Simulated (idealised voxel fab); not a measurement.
Presented below is a process module, voxel ribs on slabs.
Section shown: cut. Width: 170 nm. Cell size: 5 nm, square.
For the purposes of this document, a cross-section shall be understood as a grid of square cells, specified as bands listed in top-to-bottom order, each band consisting of one or more rows of cells. Top, bottom (nm), then materials left to right with widths (nm); lone material tagged "full width" fills the whole band edge to edge; "empty" = empty space. Convention: height 0 is the level below which the wafer, as received, is all one material. The lowest band does not terminate at the bottom but continues downward, represented as "0..down". A width such as "30..40" changes by the same amount from each row of cells to the next, from the band's top row to its bottom row. What does "nothing was modified" mean for a step? It means no cell of the cross-section changed in that step. "Sealed internal voids" - sealed voids, min. 8 cells, no opening to top; format: width x height at distance (distance from left edge; nm throughout). Past the settings on a step's line: simulator remark, on that step. overlay nm: right-of-plan distance of the mask on a masked step; negative values mean left-of-plan.

BELOW IS THE LIST OF PLANNED PROCESS STEPS
1,RECEIVE | material Si
2,DIRECTIONAL_DEP | material SiO2 | thk nm 30
3,DIRECTIONAL_DEP | material SiN | thk nm 15
4,PATTERN | tone cover | mask id RIB | material resist | width nm 30 | thk nm 20 | overlay nm 0
5,DIRECTIONAL_ETCH | etch materials SiN | depth nm 10
6,STRIP | etch materials resist
7,DIRECTIONAL_DEP | material aC | thk nm 10
8,PATTERN | tone cover | mask id SLAB | material resist | width nm 60 | thk nm 25 | overlay nm 0
9,DIRECTIONAL_ETCH | etch materials aC | depth nm 10
10,STRIP | etch materials resist
11,DIRECTIONAL_ETCH | etch materials SiN | depth nm 5
12,STRIP | etch materials aC
13,FILL_DEP | material SiO2 | thk nm 30
14,CMP | height nm 65
15,DIRECTIONAL_DEP | material W | thk nm 5
16,PATTERN | tone cover | mask id HEATER | material resist | width nm 40 | thk nm 20 | overlay nm 0
17,DIRECTIONAL_ETCH | etch materials W | depth nm 5
18,STRIP | etch materials resist
19,CONFORMAL_DEP | material SiN | thk nm 10

HERE'S WHAT THE WAFER LOOKED LIKE IN CROSS-SECTION WHEN IT ARRIVED - THAT'S AFTER STEP 1
0..down | Si full width
Sealed internal voids: none

THE FOLLOWING CROSS-SECTION DEPICTS THE WAFER UPON CONCLUSION OF THE MODULE. PROCESSING COMMENCED FROM THE STARTING CONDITION ILLUSTRATED ABOVE AND ADHERED TO THE PLAN ILLUSTRATED ABOVE, SAVE FOR ONE MISTAKE IN EXECUTION
80..75 | empty (55), then SiN (60), then empty (55)
75..70 | SiN full width
70..65 | SiN (65), then W (40), then SiN (65)
65..40 | SiO2 full width
40..35 | SiO2 (70), then SiN (30), then SiO2 (70)
35..30 | SiN (55), then SiO2 (15), then SiN (30), then SiO2 (15), then SiN (55)
30..0 | SiO2 full width
0..down | Si full width
Sealed internal voids: none
Deviation from plan: step 8 changed vs plan, executed as PATTERN | tone open | mask id SLAB | material resist | width nm 60 | thk nm 25 | overlay nm 0
